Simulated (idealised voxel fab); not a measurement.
A process module follows: voxel plated lines.
Each square cell in cross-section cut measures 5 nm, and the section as a whole is 255 nm wide.
In what follows, cross-sections appear as grids of square cells, described through bands that run from the top down, where every band is one or more rows of cells. The band entry comprises the height of the band's top followed by the height of its bottom, expressed in nm, and subsequently the band's materials from left to right, each stated together with its width in nm. Where a single material is marked with the word "all across", that material fills the band from edge to edge. The word "air" represents empty space. Heights from 0 (as-received wafer is one material below). Bottom band endless downward, as "0 -> down". Top row gets the first number, bottom row gets the second, and each row in between changes by the same step: that is how a band width like "30 to 40" works. No cell of the cross-section changed in a step that is given as "stayed the same". Basically, "Enclosed internal voids" tells you about the enclosed voids: empty spaces with no open way to the top, 8 cells or bigger, each written width x height at distance, where distance is from the left edge, all in nm. If you see something after the settings on a step's line, that's the simulator's own remark about that step. overlay nm: right-of-plan distance of the mask on a masked step; negative values mean left-of-plan.

## Intended process steps
1. RECEIVE, material Si
2. CONFORMAL_DEP, material SiO2, thk nm 15
3. DIRECTIONAL_DEP, material TiN, thk nm 5
4. PATTERN, tone open, mask id LINES, material resist, width nm 20, pitch nm 40, thk nm 40, overlay nm -15
5. EPI, material Ru, thk nm 10
6. EPI, material Ru, thk nm 5
7. EPI, material Ru, thk nm 5
8. STRIP, etch materials resist
9. DIRECTIONAL_ETCH, etch materials TiN, depth nm 5
10. CONFORMAL_DEP, material SiCN, thk nm 10
Same starting wafers, different overlay nm at step 4. Plan value belongs to the first wafer.

## As-received cross-section, first of several wafers, post step 1
* 0 -> down: Si all across
* Enclosed internal voids: none

## first wafer at the end, after step 10
* 50 -> 40: air: 50, then SiCN: 120, then air: 85
* 40 -> 25: air: 50, then SiCN: 10, then Ru: 20, then SiCN: 20, then Ru: 20, then SiCN: 20, then Ru: 20, then SiCN: 10, then air: 85
* 25 -> 20: SiCN: 60, then Ru: 20, then SiCN: 20, then Ru: 20, then SiCN: 20, then Ru: 20, then SiCN: 95
* 20 -> 15: SiCN: 60, then TiN: 20, then SiCN: 20, then TiN: 20, then SiCN: 20, then TiN: 20, then SiCN: 95
* 15 -> 0: SiO2 all across
* 0 -> down: Si all across
* Enclosed internal voids: none

## Cross-section at module completion, last wafer
* 50 -> 40: air: 80, then SiCN: 120, then air: 55
* 40 -> 25: air: 80, then SiCN: 10, then Ru: 20, then SiCN: 20, then Ru: 20, then SiCN: 20, then Ru: 20, then SiCN: 10, then air: 55
* 25 -> 20: SiCN: 90, then Ru: 20, then SiCN: 20, then Ru: 20, then SiCN: 20, then Ru: 20, then SiCN: 65
* 20 -> 15: SiCN: 90, then TiN: 20, then SiCN: 20, then TiN: 20, then SiCN: 20, then TiN: 20, then SiCN: 65
* 15 -> 0: SiO2 all across
* 0 -> down: Si all across
* Enclosed internal voids: none

## The table below has one row for each wafer; a row shows, as of the end of the module, how many cells of each material the wafer has gained, marked (+), or lost, marked (-), since it was received, and then the wafer's closed voids
overlay nm -15, +48 Ru, +162 SiCN, +153 SiO2, +12 TiN, Enclosed internal voids: none
overlay nm -10, +48 Ru, +162 SiCN, +153 SiO2, +12 TiN, Enclosed internal voids: none
overlay nm -5, +48 Ru, +162 SiCN, +153 SiO2, +12 TiN, Enclosed internal voids: none
overlay nm 0, +48 Ru, +162 SiCN, +153 SiO2, +12 TiN, Enclosed internal voids: none
overlay nm 5, +48 Ru, +162 SiCN, +153 SiO2, +12 TiN, Enclosed internal voids: none
overlay nm 10, +48 Ru, +162 SiCN, +153 SiO2, +12 TiN, Enclosed internal voids: none
overlay nm 15, +48 Ru, +162 SiCN, +153 SiO2, +12 TiN, Enclosed internal voids: none
